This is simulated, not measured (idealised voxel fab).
A process module follows: voxel capacitor over wiring.
Square cell edge 5 nm, section width 235 nm, ID cut.
In what follows, cross-sections appear as grids of square cells, described through bands that run from the top down, where every band is one or more rows of cells. Heights first: top, then bottom, in nm. Then materials, left to right, each with a width in nm. "all across" on a single material: fills the band edge to edge. "blank": empty space. Height is counted from the level 0, under which the received wafer is composed throughout of one material. The lowest of the bands is not closed at the bottom but continues downward, in the notation "0 down". Width spec "30 to 40" -> top row of cells at first value, bottom row at second value, equal per-row change in between. You'll sometimes find "left unchanged" written for a step, and that's the way of saying that nowhere in the cross-section did a cell change during that step. Heads up: "closed voids" only lists the empty pockets with no open path to the top that are 8 cells or more, and it writes them as width x height at distance, distance from the left edge, in nm. On each step's line, the part that comes after the settings is the simulator's own comment on the step. "overlay nm" answers the question of how far to the right of plan the mask lay on a step that has a mask, and when it is negative the answer is to the left.

[Steps planned for the process]
- 1: RECEIVE with material Si
- 2: CONFORMAL_DEP with material SiO2, thk nm 15
- 3: CONFORMAL_DEP with material SiCN, thk nm 5
- 4: DIRECTIONAL_DEP with material SiO2, thk nm 25
- 5: MASKED_ETCH with tone open, mask id METAL_1, width nm 30, pitch nm 85, etch materials SiO2, depth nm 25, overlay nm 0
- 6: MASKED_ETCH with tone open, mask id METAL_1, width nm 30, pitch nm 85, etch materials SiCN, depth nm 5, overlay nm 0
- 7: CONFORMAL_DEP with material TiN, thk nm 5
- 8: FILL_DEP with material Cu, thk nm 5
- 9: CMP with height nm 45
- 10: CONFORMAL_DEP with material SiCN, thk nm 5
- 11: DIRECTIONAL_DEP with material SiO2, thk nm 20
- 12: DIRECTIONAL_DEP with material aC, thk nm 15
- 13: PATTERN with tone open, mask id PLUG_1, material resist, width nm 15, thk nm 30, overlay nm 0
- 14: DIRECTIONAL_ETCH with etch materials aC, depth nm 15
- 15: STRIP with etch materials resist
- 16: DIRECTIONAL_ETCH with etch materials SiO2, depth nm 20
- 17: DIRECTIONAL_ETCH with etch materials SiCN, depth nm 5
- 18: STRIP with etch materials aC
- 19: CONFORMAL_DEP with material TiN, thk nm 5
- 20: FILL_DEP with material Cu, thk nm 10
- 21: CMP with height nm 70
- 22: DIRECTIONAL_DEP with material TiN, thk nm 10
- 23: DIRECTIONAL_DEP with material HfO2, thk nm 5
- 24: DIRECTIONAL_DEP with material TiN, thk nm 10
- 25: PATTERN with tone cover, mask id UPPER_PLATE, material resist, width nm 60, thk nm 15, overlay nm 0
- 26: DIRECTIONAL_ETCH with etch materials TiN, depth nm 10
- 27: DIRECTIONAL_ETCH with etch materials HfO2, depth nm 5
- 28: STRIP with etch materials resist
- 29: MASKED_ETCH with tone cover, mask id LOWER_PLATE, width nm 70, etch materials TiN, depth nm 10, overlay nm 0
- 30: FILL_DEP with material SiO2, thk nm 15
- 31: CMP with height nm 105
- 32: DIRECTIONAL_DEP with material aC, thk nm 15
- 33: PATTERN with tone open, mask id PLUG_2, material resist, width nm 15, thk nm 30, overlay nm 0
- 34: DIRECTIONAL_ETCH with etch materials aC, depth nm 15
- 35: STRIP with etch materials resist
- 36: DIRECTIONAL_ETCH with etch materials SiO2, depth nm 10
- 37: STRIP with etch materials aC
- 38: CONFORMAL_DEP with material TiN, thk nm 5
- 39: FILL_DEP with material Ru, thk nm 10
- 40: CMP with height nm 105
- 41: CONFORMAL_DEP with material SiN, thk nm 5

[as received, after step 1]
0 down  Si all across
closed voids: none

[First of two wafers, end-of-module section, run followed plan]
110 to 105  SiN all across
105 to 100  SiO2: 85 / TiN: 5 / Ru: 5 / TiN: 5 / SiO2: 135
100 to 95  SiO2: 85 / TiN: 15 / SiO2: 135
95 to 85  SiO2: 75 / TiN: 60 / SiO2: 100
85 to 80  SiO2: 75 / HfO2: 60 / SiO2: 100
80 to 70  SiO2: 70 / TiN: 70 / SiO2: 95
70 to 50  SiO2: 75 / TiN: 5 / Cu: 5 / TiN: 5 / SiO2: 145
50 to 45  SiCN: 75 / TiN: 15 / SiCN: 145
45 to 20  SiO2: 60 / TiN: 5 / Cu: 20 / TiN: 5 / SiO2: 55 / TiN: 5 / Cu: 20 / TiN: 5 / SiO2: 60
20 to 15  SiCN: 60 / TiN: 30 / SiCN: 55 / TiN: 30 / SiCN: 60
15 to 0  SiO2 all across
0 down  Si all across
closed voids: none

[So this is wafer number two of the two, cut at the end of the module - it started where the first did and had the same plan, we just got one thing wrong running it]
110 to 105  SiN all across
105 to 100  SiO2: 85 / TiN: 5 / Ru: 5 / TiN: 5 / SiO2: 135
100 to 95  SiO2: 85 / TiN: 15 / SiO2: 135
95 to 85  SiO2: 75 / TiN: 60 / SiO2: 100
85 to 80  SiO2: 75 / HfO2: 60 / SiO2: 100
80 to 70  SiO2: 70 / TiN: 70 / SiO2: 95
70 to 50  SiO2: 75 / TiN: 5 / Cu: 5 / TiN: 5 / SiO2: 145
50 to 45  SiCN: 75 / TiN: 15 / SiCN: 145
45 to 25  Cu: 55 / TiN: 5 / SiO2: 30 / TiN: 5 / Cu: 45 / TiN: 5 / SiO2: 30 / TiN: 5 / Cu: 55
25 to 20  TiN: 60 / SiO2: 30 / TiN: 55 / SiO2: 30 / TiN: 60
20 to 15  SiCN all across
15 to 0  SiO2 all across
0 down  Si all across
closed voids: none
So what did we get wrong on this run? step 5 changed vs plan, executed as MASKED_ETCH with tone cover, mask id METAL_1, width nm 30, pitch nm 85, etch materials SiO2, depth nm 25, overlay nm 0
End of process, cell counts, second wafer against first, materials with more or fewer: +84 Cu | +12 SiCN | -115 SiO2 | +19 TiN
